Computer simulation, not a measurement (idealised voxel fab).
This section sets out a process module, namely voxel released beams.
The figure presents cross-section cut, which has a width of 280 nm and is divided into square cells with an edge length of 5 nm.
Cross-section format: a grid of square cells, given as bands from top to bottom; each band is one or more rows of cells. Read a band's entry like this: the first values are the height of its top and the height of its bottom in nm, and what follows is the sequence of materials from left to right, each with its width in nm. Note that "air" is empty space, and that a single material marked "all across" reaches across the band from edge to edge. Counting heights begins at 0, where everything beneath is, in the wafer as received, one material. The lowest band has no bottom; it goes on downwards, as "0 -> down" shows. Per-row width for "30 to 40": begins at first number (top row of band), ends at second number (bottom row), increment between rows held constant. When a step is marked "remains unaltered", none of the cells in the cross-section changed during that step. The entry "Closed void roster" lists the empty spaces that cover at least 8 cells and have no open path to the top. Each is written as width x height at distance, where the distance is measured from the left edge and all three values are in nm. What comes after the settings on a step's line is commentary from the simulator itself on that step. overlay nm, on a step with a mask: how far to the right of its planned place the mask lay; to the left if negative.

Below is the list of planned process steps
1) op RECEIVE | material Si
2) op CONFORMAL_DEP | material Al2O3 | thk nm 5
3) op DIRECTIONAL_DEP | material SiO2 | thk nm 10
4) op DIRECTIONAL_DEP | material aC | thk nm 10
5) op PATTERN | tone open | mask id ANCHOR | material resist | width nm 40 | thk nm 25 | overlay nm 0
6) op DIRECTIONAL_ETCH | etch materials aC | depth nm 10
7) op STRIP | etch materials resist
8) op DIRECTIONAL_ETCH | etch materials SiO2 | depth nm 10
9) op STRIP | etch materials aC
10) op CONFORMAL_DEP | material SiN | thk nm 15
11) op MASKED_ETCH | tone cover | mask id BEAM | width nm 85 | etch materials SiN | depth nm 15 | overlay nm 0
12) op STRIP | etch materials SiO2

Here's what the wafer looked like in cross-section when it arrived - that's after step 1
- 0 -> down: Si all across
- Closed void roster: none

Module complete, cross-section. Starting point and plan per above. One mistake made in running the module
- 30 -> 20: 95 of air / 20 of SiN / 10 of air / 55 of SiN / 100 of air
- 20 -> 15: 95 of air / 85 of SiN / 100 of air
- 15 -> 5: 100 of air / 40 of SiN / 140 of air
- 5 -> 0: SiN all across
- 0 -> down: Si all across
- Closed void roster: none
Diagnosis: heads up, step 2 didn't go per plan, it actually ran as op CONFORMAL_DEP | material SiN | thk nm 5
